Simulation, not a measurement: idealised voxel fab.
This section sets out a process module, namely voxel self aligned contacts.
Square cell edge 5 nm, section width 240 nm, ID cut.
Cross-section, as written here: a square-cell grid given band by band from the top down, where a band holds one or more rows of cells.
What a band's entry tells you: where the top is and where the bottom is, as heights in nm, and after that what lies inside, material by material from left to right, each with its width in nm. Empty space is written as the word "blank", and a single material marked with the word "full width" occupies the band from edge to edge.
The reference from which all heights are counted is 0, the level beneath which the as-received wafer is entirely one material; the lowest band, having no lower bound, proceeds downward and is written after the example "0 and below".
It should be noted that a width expressed as "30..40" varies in equal increments from row to row of cells within the band, taking the value of the first number at the top row and that of the second number at the bottom row.
The designation "all unchanged", where it is given for a processing step, indicates that no cell of the cross-section was altered in the course of that step.
Reported under the label "Enclosed internal cavities" are the empty spaces having no open way to the top and comprising 8 cells or more; the notation for each is width x height at distance, in which the distance is measured from the left edge and all three values are in nm.
Post-settings text on a step line: simulator's own remark regarding the step.
overlay nm: how far to the right of its planned place the mask lay on this masked step (negative: to the left).

**plan**
1: op RECEIVE | material Si
2: op OXIDIZE | depth nm 5
3: op DIRECTIONAL_DEP | material polySi | thk nm 30
4: op DIRECTIONAL_DEP | material SiN | thk nm 20
5: op DIRECTIONAL_DEP | material aC | thk nm 10
6: op PATTERN | tone cover | mask id GATE | material resist | width nm 25 | pitch nm 65 | thk nm 30 | overlay nm 0
7: op DIRECTIONAL_ETCH | etch materials aC | depth nm 10
8: op STRIP | etch materials resist
9: op DIRECTIONAL_ETCH | etch materials SiN | depth nm 20
10: op DIRECTIONAL_ETCH | etch materials polySi | depth nm 30
11: op STRIP | etch materials aC
12: op CONFORMAL_DEP | material SiN | thk nm 10
13: op DIRECTIONAL_ETCH | etch materials SiN | depth nm 10
14: op FILL_DEP | material SiO2 | thk nm 15
15: op CMP | height nm 60
16: op DIRECTIONAL_DEP | material aC | thk nm 10
17: op PATTERN | tone open | mask id CONTACT | material resist | width nm 50 | thk nm 25 | overlay nm 0
18: op DIRECTIONAL_ETCH | etch materials aC | depth nm 10
19: op STRIP | etch materials resist
20: op DIRECTIONAL_ETCH | etch materials SiO2 | depth nm 65
21: op STRIP | etch materials aC
22: op CONFORMAL_DEP | material TiN | thk nm 5
23: op FILL_DEP | material W | thk nm 5
24: op CMP | height nm 60
25: op CONFORMAL_DEP | material SiN | thk nm 5

**The cross-section here shows the wafer as received, i.e. in its state after step 1**
  0 and below  Si full width
  Enclosed internal cavities: none

**The plan above was carried out on the starting structure above with one mistake, and this cross-section shows the wafer at the end of the module**
  65 down to 60  SiN full width
  60 down to 50  95 nm SiO2, then 5..20 nm TiN, then 40..10 nm W, then 5..20 nm TiN, then 95 nm SiO2
  50 down to 30  65 nm SiO2, then 45 nm SiN, then 5 nm TiN, then 10 nm W, then 5 nm TiN, then 45 nm SiN, then 65 nm SiO2
  30 down to 15  65 nm SiO2, then 10 nm SiN, then 25 nm polySi, then 10 nm SiN, then 5 nm TiN, then 10 nm W, then 5 nm TiN, then 10 nm SiN, then 25 nm polySi, then 10 nm SiN, then 65 nm SiO2
  15 down to 10  65 nm SiO2, then 10 nm SiN, then 25 nm polySi, then 10 nm SiN, then 20 nm TiN, then 10 nm SiN, then 25 nm polySi, then 10 nm SiN, then 65 nm SiO2
  10 down to 0  75 nm SiN, then 25 nm polySi, then 40 nm SiN, then 25 nm polySi, then 75 nm SiN
  0 down to -5  SiO2 full width
  -5 and below  Si full width
  Enclosed internal cavities: none
What was the processing mistake? the intended sequence of steps 12 and 13 was reversed during processing, with each occupying the position of the other
